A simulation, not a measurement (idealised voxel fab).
The process module that follows is named voxel quadruple lines.
Cross-sectional view cut (width: 200 nm; square cell size: 5 nm).
Throughout this document, each cross-section is represented as a grid of square cells and is presented as a sequence of bands enumerated from the top downward, where a band comprises one or more rows of cells. Heads up on the band format: heights come first, top then bottom, in nm. After that it's the materials left to right, each with its width in nm. A single material flagged "everywhere" fills the whole band edge to edge, and "empty" means there's empty space there. Counting heights begins at 0, where everything beneath is, in the wafer as received, one material. The lowest band has no bottom; it goes on downwards, as "z 0 and below" shows. With a width like "30..40", each row of cells in the band differs from the next by the same amount, the top row carrying the first number and the bottom row the second. "remained unchanged" means the step left every cell of the cross-section as it was. The label "Closed void listing" introduces a list of the empty spaces, 8 cells or larger, that have no open way up to the top; each entry in it reads width x height at distance, where the distance is taken from the left edge and all three are stated in nm. Text after the settings on a step's line: the simulator's own remark on that step. "overlay nm" denotes, for a step that has a mask, the displacement of the mask to the right of its planned place, with negative values corresponding to the left.
# The process steps that were planned are listed below
1. RECEIVE with material Si
2. CONFORMAL_DEP with material Al2O3, thk nm 10
3. DIRECTIONAL_DEP with material TiN, thk nm 10
4. DIRECTIONAL_DEP with material polySi, thk nm 15
5. DIRECTIONAL_DEP with material aC, thk nm 20
6. PATTERN with tone cover, mask id MANDREL, material resist, width nm 30, thk nm 30, overlay nm 0
7. DIRECTIONAL_ETCH with etch materials aC, depth nm 20
8. STRIP with etch materials resist
9. CONFORMAL_DEP with material SiO2, thk nm 10
10. DIRECTIONAL_ETCH with etch materials SiO2, depth nm 10
11. STRIP with etch materials aC
12. DIRECTIONAL_ETCH with etch materials polySi, depth nm 15
13. STRIP with etch materials SiO2
14. CONFORMAL_DEP with material SiCN, thk nm 10
15. DIRECTIONAL_ETCH with etch materials SiCN, depth nm 10
16. STRIP with etch materials polySi
17. DIRECTIONAL_ETCH with etch materials TiN, depth nm 10
18. STRIP with etch materials SiCN
# Shown in cross-section is the wafer as received, that is, as it stands after step 1
  z 0 and below: Si everywhere
  Closed void listing: none
# The first of two wafers, cross-sectioned at the end of the module, with the run proceeding as planned
  z 20 to 10: empty 65; TiN 10; empty 10; TiN 10; empty 10; TiN 10; empty 10; TiN 10; empty 65
  z 10 to 0: Al2O3 everywhere
  z 0 and below: Si everywhere
  Closed void listing: none
# Presented here is a cross-section of the second of the two wafers as it stood at the end of the module. It was started in the same manner and assigned the same plan as the first wafer; however, one mistake was made in its execution
  z 10 to 0: empty 65; TiN 10; empty 10; TiN 10; empty 10; TiN 10; empty 10; TiN 10; empty 65
  z 0 and below: Si everywhere
  Closed void listing: none
Where did the run depart from the plan? plan step 2 never ran because it was skipped
Final tally in cells, some materials are higher or lower on the second wafer than on the first: 80 fewer of Al2O3
